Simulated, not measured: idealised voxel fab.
process module | voxel spacer lines
cross-section cut | 255 nm wide | cells 5 nm
A cross-section is a grid of square cells, given in bands from the top down. A band is one or more rows of cells.
Each band's line starts with the height of the band's top and of its bottom, in nm. Then come its materials from left to right, each with its width in nm. One material with "throughout" fills the band from edge to edge. "air" is empty space.
Height 0 is the level under which the wafer as received is all one material. The lowest band goes on downwards, as in "0 down".
A width such as "30 to 40" changes by the same amount from each row of cells to the next, from the band's top row to its bottom row.
"no change" after a step means that no cell of the cross-section changed.
closed voids: empty space of 8 cells or more with no open way to the top, each as width x height at its distance from the left edge, in nm
after a step's settings: what the simulator itself notes on the step
overlay nm, on a step with a mask: how far to the right of its planned place the mask lay; to the left if negative
plan
1 op RECEIVE | material Si
2 op CONFORMAL_DEP | material Al2O3 | thk nm 10
3 op DIRECTIONAL_DEP | material W | thk nm 15
4 op DIRECTIONAL_DEP | material aC | thk nm 30
5 op PATTERN | tone cover | mask id MANDREL | material resist | width nm 25 | pitch nm 80 | thk nm 40 | overlay nm 0
6 op DIRECTIONAL_ETCH | etch materials aC | depth nm 30
7 op STRIP | etch materials resist
8 op CONFORMAL_DEP | material SiN | thk nm 15
9 op DIRECTIONAL_ETCH | etch materials SiN | depth nm 15
10 op STRIP | etch materials aC
11 op DIRECTIONAL_ETCH | etch materials W | depth nm 15
12 op STRIP | etch materials SiN
first wafer, as planned
as received, after step 1
  0 down: Si throughout
  closed voids: none
after step 2
  10 to 0: Al2O3 throughout
  below 0: unchanged
after step 3
  25 to 10: W throughout
  below 10: unchanged
after step 4
  55 to 25: aC throughout
  below 25: unchanged
after step 5
  95 to 55: air 35 | resist 25 | air 55 | resist 25 | air 55 | resist 25 | air 35
  below 55: unchanged
after step 6
  65 to 55: air 35 | resist 25 | air 55 | resist 25 | air 55 | resist 25 | air 35
  55 to 25: air 35 | aC 25 | air 55 | aC 25 | air 55 | aC 25 | air 35
  below 25: unchanged
after step 7
  55 to 25: air 35 | aC 25 | air 55 | aC 25 | air 55 | aC 25 | air 35
  below 25: unchanged
after step 8
  70 to 55: air 20 | SiN 55 | air 25 | SiN 55 | air 25 | SiN 55 | air 20
  55 to 40: air 20 | SiN 15 | aC 25 | SiN 15 | air 25 | SiN 15 | aC 25 | SiN 15 | air 25 | SiN 15 | aC 25 | SiN 15 | air 20
  40 to 25: SiN 35 | aC 25 | SiN 55 | aC 25 | SiN 55 | aC 25 | SiN 35
  below 25: unchanged
after step 9
  55 to 25: air 20 | SiN 15 | aC 25 | SiN 15 | air 25 | SiN 15 | aC 25 | SiN 15 | air 25 | SiN 15 | aC 25 | SiN 15 | air 20
  below 25: unchanged
after step 10
  55 to 25: air 20 | SiN 15 | air 25 | SiN 15 | air 25 | SiN 15 | air 25 | SiN 15 | air 25 | SiN 15 | air 25 | SiN 15 | air 20
  below 25: unchanged
after step 11
  55 to 25: air 20 | SiN 15 | air 25 | SiN 15 | air 25 | SiN 15 | air 25 | SiN 15 | air 25 | SiN 15 | air 25 | SiN 15 | air 20
  25 to 10: air 20 | W 15 | air 25 | W 15 | air 25 | W 15 | air 25 | W 15 | air 25 | W 15 | air 25 | W 15 | air 20
  below 10: unchanged
after step 12
  25 to 10: air 20 | W 15 | air 25 | W 15 | air 25 | W 15 | air 25 | W 15 | air 25 | W 15 | air 25 | W 15 | air 20
  below 10: unchanged
second wafer: like start, like plan, one mistake. Through step 2 it matches the first wafer
when step 3 should have ended
  40 to 10: W throughout
  below 10: unchanged
when step 4 should have ended
  70 to 40: aC throughout
  below 40: unchanged
when step 5 should have ended
  110 to 70: air 35 | resist 25 | air 55 | resist 25 | air 55 | resist 25 | air 35
  below 70: unchanged
when step 6 should have ended
  80 to 70: air 35 | resist 25 | air 55 | resist 25 | air 55 | resist 25 | air 35
  70 to 40: air 35 | aC 25 | air 55 | aC 25 | air 55 | aC 25 | air 35
  below 40: unchanged
when step 7 should have ended
  70 to 40: air 35 | aC 25 | air 55 | aC 25 | air 55 | aC 25 | air 35
  below 40: unchanged
when step 8 should have ended
  85 to 70: air 20 | SiN 55 | air 25 | SiN 55 | air 25 | SiN 55 | air 20
  70 to 55: air 20 | SiN 15 | aC 25 | SiN 15 | air 25 | SiN 15 | aC 25 | SiN 15 | air 25 | SiN 15 | aC 25 | SiN 15 | air 20
  55 to 40: SiN 35 | aC 25 | SiN 55 | aC 25 | SiN 55 | aC 25 | SiN 35
  below 40: unchanged
when step 9 should have ended
  70 to 40: air 20 | SiN 15 | aC 25 | SiN 15 | air 25 | SiN 15 | aC 25 | SiN 15 | air 25 | SiN 15 | aC 25 | SiN 15 | air 20
  below 40: unchanged
when step 10 should have ended
  70 to 40: air 20 | SiN 15 | air 25 | SiN 15 | air 25 | SiN 15 | air 25 | SiN 15 | air 25 | SiN 15 | air 25 | SiN 15 | air 20
  below 40: unchanged
when step 11 should have ended
  70 to 40: air 20 | SiN 15 | air 25 | SiN 15 | air 25 | SiN 15 | air 25 | SiN 15 | air 25 | SiN 15 | air 25 | SiN 15 | air 20
  40 to 25: air 20 | W 15 | air 25 | W 15 | air 25 | W 15 | air 25 | W 15 | air 25 | W 15 | air 25 | W 15 | air 20
  below 25: unchanged
when step 12 should have ended
  40 to 25: air 20 | W 15 | air 25 | W 15 | air 25 | W 15 | air 25 | W 15 | air 25 | W 15 | air 25 | W 15 | air 20
  below 25: unchanged
what went wrong: step 3 was run twice
at the end the second wafer has, in cells: 153 more of W
